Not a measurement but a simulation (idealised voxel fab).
process module | voxel capacitor over wiring
cross-section cut | 260 nm wide | cells 5 nm
A cross-section is a grid of square cells, given in bands from the top down. A band is one or more rows of cells.
Each band's line starts with the height of the band's top and of its bottom, in nm. Then come its materials from left to right, each with its width in nm. One material with "throughout" fills the band from edge to edge. "air" is empty space.
Height 0 is the level under which the wafer as received is all one material. The lowest band goes on downwards, as in "0 down".
A width such as "30 to 40" changes by the same amount from each row of cells to the next, from the band's top row to its bottom row.
"no change" after a step means that no cell of the cross-section changed.
closed voids: empty space of 8 cells or more with no open way to the top, each as width x height at its distance from the left edge, in nm
after a step's settings: what the simulator itself notes on the step
overlay nm, on a step with a mask: how far to the right of its planned place the mask lay; to the left if negative
plan
1 op RECEIVE | material Si
2 op CONFORMAL_DEP | material SiO2 | thk nm 10
3 op DIRECTIONAL_DEP | material TiN | thk nm 5
4 op DIRECTIONAL_DEP | material W | thk nm 20
5 op DIRECTIONAL_DEP | material aC | thk nm 15
6 op PATTERN | tone cover | mask id METAL_1 | material resist | width nm 25 | pitch nm 90 | thk nm 35 | overlay nm 0
7 op DIRECTIONAL_ETCH | etch materials aC | depth nm 15
8 op STRIP | etch materials resist
9 op DIRECTIONAL_ETCH | etch materials W | depth nm 20
10 op DIRECTIONAL_ETCH | etch materials TiN | depth nm 5
11 op STRIP | etch materials aC
12 op FILL_DEP | material lowk | thk nm 5
13 op CMP | height nm 35
14 op CONFORMAL_DEP | material SiCN | thk nm 5
15 op DIRECTIONAL_DEP | material lowk | thk nm 10
16 op MASKED_ETCH | tone open | mask id PLUG_1 | width nm 15 | etch materials lowk | depth nm 10 | overlay nm 0
17 op MASKED_ETCH | tone open | mask id PLUG_1 | width nm 15 | etch materials SiCN | depth nm 5 | overlay nm 0
18 op EPI | material Ru | thk nm 10
19 op EPI | material Ru | thk nm 5
20 op DIRECTIONAL_DEP | material TiN | thk nm 10
21 op DIRECTIONAL_DEP | material Al2O3 | thk nm 5
22 op DIRECTIONAL_DEP | material TiN | thk nm 10
23 op PATTERN | tone cover | mask id UPPER_PLATE | material resist | width nm 70 | thk nm 20 | overlay nm 0
24 op DIRECTIONAL_ETCH | etch materials TiN | depth nm 10
25 op DIRECTIONAL_ETCH | etch materials Al2O3 | depth nm 5
26 op STRIP | etch materials resist
27 op PATTERN | tone cover | mask id LOWER_PLATE | material resist | width nm 80 | thk nm 15 | overlay nm 0
28 op DIRECTIONAL_ETCH | etch materials TiN | depth nm 10
29 op STRIP | etch materials resist
30 op FILL_DEP | material SiO2 | thk nm 20
31 op CMP | height nm 90
32 op PATTERN | tone open | mask id PLUG_2 | material resist | width nm 15 | thk nm 15 | overlay nm 0
33 op DIRECTIONAL_ETCH | etch materials SiO2 | depth nm 15
34 op STRIP | etch materials resist
35 op CONFORMAL_DEP | material TiN | thk nm 5
36 op FILL_DEP | material W | thk nm 5
37 op CMP | height nm 90
38 op CONFORMAL_DEP | material SiCN | thk nm 5
first wafer, as planned
as received, after step 1
  0 down: Si throughout
  closed voids: none
after step 2
  10 to 0: SiO2 throughout
  below 0: unchanged
after step 3
  15 to 10: TiN throughout
  below 10: unchanged
after step 4
  35 to 15: W throughout
  below 15: unchanged
after step 5
  50 to 35: aC throughout
  below 35: unchanged
after step 6
  85 to 50: air 70 | resist 25 | air 65 | resist 25 | air 75
  below 50: unchanged
after step 7
  70 to 50: air 70 | resist 25 | air 65 | resist 25 | air 75
  50 to 35: air 70 | aC 25 | air 65 | aC 25 | air 75
  below 35: unchanged
after step 8
  50 to 35: air 70 | aC 25 | air 65 | aC 25 | air 75
  below 35: unchanged
after step 9
  50 to 35: air 70 | aC 25 | air 65 | aC 25 | air 75
  35 to 15: air 70 | W 25 | air 65 | W 25 | air 75
  below 15: unchanged
after step 10
  50 to 35: air 70 | aC 25 | air 65 | aC 25 | air 75
  35 to 15: air 70 | W 25 | air 65 | W 25 | air 75
  15 to 10: air 70 | TiN 25 | air 65 | TiN 25 | air 75
  below 10: unchanged
after step 11
  35 to 15: air 70 | W 25 | air 65 | W 25 | air 75
  below 15: unchanged
after step 12
  40 to 35: lowk throughout
  35 to 15: lowk 70 | W 25 | lowk 65 | W 25 | lowk 75
  15 to 10: lowk 70 | TiN 25 | lowk 65 | TiN 25 | lowk 75
  below 10: unchanged
after step 13
  35 to 15: lowk 70 | W 25 | lowk 65 | W 25 | lowk 75
  below 15: unchanged
after step 14
  40 to 35: SiCN throughout
  below 35: unchanged
after step 15
  50 to 40: lowk throughout
  below 40: unchanged
after step 16
  50 to 40: lowk 80 | air 15 | lowk 165
  below 40: unchanged
after step 17
  50 to 40: lowk 80 | air 15 | lowk 165
  40 to 35: SiCN 80 | air 15 | SiCN 165
  below 35: unchanged
after step 18
  50 to 45: lowk 80 | air 15 | lowk 165
  45 to 40: lowk 80 | Ru 15 | lowk 165
  40 to 35: SiCN 80 | Ru 15 | SiCN 165
  below 35: unchanged
after step 19
  50 to 40: lowk 80 | Ru 15 | lowk 165
  below 40: unchanged
after step 20
  60 to 50: TiN throughout
  below 50: unchanged
after step 21
  65 to 60: Al2O3 throughout
  below 60: unchanged
after step 22
  75 to 65: TiN throughout
  below 65: unchanged
after step 23
  95 to 75: air 80 | resist 70 | air 110
  below 75: unchanged
after step 24
  95 to 75: air 80 | resist 70 | air 110
  75 to 65: air 80 | TiN 70 | air 110
  below 65: unchanged
after step 25
  95 to 75: air 80 | resist 70 | air 110
  75 to 65: air 80 | TiN 70 | air 110
  65 to 60: air 80 | Al2O3 70 | air 110
  below 60: unchanged
after step 26
  75 to 65: air 80 | TiN 70 | air 110
  below 65: unchanged
after step 27
  90 to 75: air 75 | resist 80 | air 105
  75 to 65: air 75 | resist 5 | TiN 70 | resist 5 | air 105
  65 to 60: air 75 | resist 5 | Al2O3 70 | resist 5 | air 105
  below 60: unchanged
after step 28
  90 to 75: air 75 | resist 80 | air 105
  75 to 65: air 75 | resist 5 | TiN 70 | resist 5 | air 105
  65 to 60: air 75 | resist 5 | Al2O3 70 | resist 5 | air 105
  60 to 50: air 75 | TiN 80 | air 105
  below 50: unchanged
after step 29
  75 to 65: air 80 | TiN 70 | air 110
  65 to 60: air 80 | Al2O3 70 | air 110
  below 60: unchanged
after step 30
  95 to 75: SiO2 throughout
  75 to 65: SiO2 80 | TiN 70 | SiO2 110
  65 to 60: SiO2 80 | Al2O3 70 | SiO2 110
  60 to 50: SiO2 75 | TiN 80 | SiO2 105
  below 50: unchanged
after step 31
  90 to 75: SiO2 throughout
  below 75: unchanged
after step 32
  105 to 90: resist 90 | air 15 | resist 155
  below 90: unchanged
after step 33
  105 to 90: resist 90 | air 15 | resist 155
  90 to 75: SiO2 90 | air 15 | SiO2 155
  below 75: unchanged
after step 34
  90 to 75: SiO2 90 | air 15 | SiO2 155
  below 75: unchanged
after step 35
  95 to 90: TiN 95 | air 5 | TiN 160
  90 to 80: SiO2 90 | TiN 5 | air 5 | TiN 5 | SiO2 155
  80 to 75: SiO2 90 | TiN 15 | SiO2 155
  below 75: unchanged
after step 36
  100 to 95: W throughout
  95 to 90: TiN 95 | W 5 | TiN 160
  90 to 80: SiO2 90 | TiN 5 | W 5 | TiN 5 | SiO2 155
  below 80: unchanged
after step 37
  90 to 80: SiO2 90 | TiN 5 | W 5 | TiN 5 | SiO2 155
  below 80: unchanged
after step 38
  95 to 90: SiCN throughout
  below 90: unchanged
second wafer: like start, like plan, one mistake. Through step 2 it matches the first wafer
when step 3 should have ended: no change
when step 4 should have ended
  30 to 10: W throughout
  below 10: unchanged
when step 5 should have ended
  45 to 30: aC throughout
  below 30: unchanged
when step 6 should have ended
  80 to 45: air 70 | resist 25 | air 65 | resist 25 | air 75
  below 45: unchanged
when step 7 should have ended
  65 to 45: air 70 | resist 25 | air 65 | resist 25 | air 75
  45 to 30: air 70 | aC 25 | air 65 | aC 25 | air 75
  below 30: unchanged
when step 8 should have ended
  45 to 30: air 70 | aC 25 | air 65 | aC 25 | air 75
  below 30: unchanged
when step 9 should have ended
  45 to 30: air 70 | aC 25 | air 65 | aC 25 | air 75
  30 to 10: air 70 | W 25 | air 65 | W 25 | air 75
  below 10: unchanged
when step 10 should have ended: no change
when step 11 should have ended
  30 to 10: air 70 | W 25 | air 65 | W 25 | air 75
  below 10: unchanged
when step 12 should have ended
  35 to 30: lowk throughout
  30 to 10: lowk 70 | W 25 | lowk 65 | W 25 | lowk 75
  below 10: unchanged
when step 13 should have ended: no change
when step 14 should have ended
  40 to 35: SiCN throughout
  below 35: unchanged
when step 15 should have ended
  50 to 40: lowk throughout
  below 40: unchanged
when step 16 should have ended
  50 to 40: lowk 80 | air 15 | lowk 165
  below 40: unchanged
when step 17 should have ended
  50 to 40: lowk 80 | air 15 | lowk 165
  40 to 35: SiCN 80 | air 15 | SiCN 165
  below 35: unchanged
when step 18 should have ended: no change
when step 19 should have ended: no change
when step 20 should have ended
  60 to 50: TiN 80 | air 15 | TiN 165
  50 to 45: lowk 80 | air 15 | lowk 165
  45 to 40: lowk 80 | TiN 15 | lowk 165
  40 to 35: SiCN 80 | TiN 15 | SiCN 165
  below 35: unchanged
when step 21 should have ended
  65 to 60: Al2O3 80 | air 15 | Al2O3 165
  60 to 50: TiN 80 | air 15 | TiN 165
  50 to 45: lowk 80 | Al2O3 15 | lowk 165
  below 45: unchanged
when step 22 should have ended
  75 to 65: TiN 80 | air 15 | TiN 165
  65 to 60: Al2O3 80 | air 15 | Al2O3 165
  60 to 50: TiN throughout
  below 50: unchanged
when step 23 should have ended
  95 to 75: air 80 | resist 70 | air 110
  75 to 65: TiN 80 | resist 15 | TiN 165
  65 to 60: Al2O3 80 | resist 15 | Al2O3 165
  below 60: unchanged
when step 24 should have ended
  95 to 75: air 80 | resist 70 | air 110
  75 to 65: air 80 | resist 15 | TiN 55 | air 110
  below 65: unchanged
when step 25 should have ended
  95 to 75: air 80 | resist 70 | air 110
  75 to 65: air 80 | resist 15 | TiN 55 | air 110
  65 to 60: air 80 | resist 15 | Al2O3 55 | air 110
  below 60: unchanged
when step 26 should have ended
  75 to 65: air 95 | TiN 55 | air 110
  65 to 60: air 95 | Al2O3 55 | air 110
  below 60: unchanged
when step 27 should have ended
  90 to 75: air 75 | resist 80 | air 105
  75 to 65: air 75 | resist 20 | TiN 55 | resist 5 | air 105
  65 to 60: air 75 | resist 20 | Al2O3 55 | resist 5 | air 105
  below 60: unchanged
when step 28 should have ended
  90 to 75: air 75 | resist 80 | air 105
  75 to 65: air 75 | resist 20 | TiN 55 | resist 5 | air 105
  65 to 60: air 75 | resist 20 | Al2O3 55 | resist 5 | air 105
  60 to 50: air 75 | TiN 80 | air 105
  below 50: unchanged
when step 29 should have ended
  75 to 65: air 95 | TiN 55 | air 110
  65 to 60: air 95 | Al2O3 55 | air 110
  below 60: unchanged
when step 30 should have ended
  95 to 75: SiO2 throughout
  75 to 65: SiO2 95 | TiN 55 | SiO2 110
  65 to 60: SiO2 95 | Al2O3 55 | SiO2 110
  60 to 50: SiO2 75 | TiN 80 | SiO2 105
  below 50: unchanged
when step 31 should have ended
  90 to 75: SiO2 throughout
  below 75: unchanged
when step 32 should have ended
  105 to 90: resist 90 | air 15 | resist 155
  below 90: unchanged
when step 33 should have ended
  105 to 90: resist 90 | air 15 | resist 155
  90 to 75: SiO2 90 | air 15 | SiO2 155
  below 75: unchanged
when step 34 should have ended
  90 to 75: SiO2 90 | air 15 | SiO2 155
  below 75: unchanged
when step 35 should have ended
  95 to 90: TiN 95 | air 5 | TiN 160
  90 to 80: SiO2 90 | TiN 5 | air 5 | TiN 5 | SiO2 155
  80 to 75: SiO2 90 | TiN 15 | SiO2 155
  below 75: unchanged
when step 36 should have ended
  100 to 95: W throughout
  95 to 90: TiN 95 | W 5 | TiN 160
  90 to 80: SiO2 90 | TiN 5 | W 5 | TiN 5 | SiO2 155
  below 80: unchanged
when step 37 should have ended
  90 to 80: SiO2 90 | TiN 5 | W 5 | TiN 5 | SiO2 155
  below 80: unchanged
when step 38 should have ended
  95 to 90: SiCN throughout
  below 90: unchanged
what went wrong: step 3 was left out
at the end the second wafer has, in cells: 9 fewer of Ru | 9 more of SiO2 | 10 fewer of TiN | 10 more of lowk
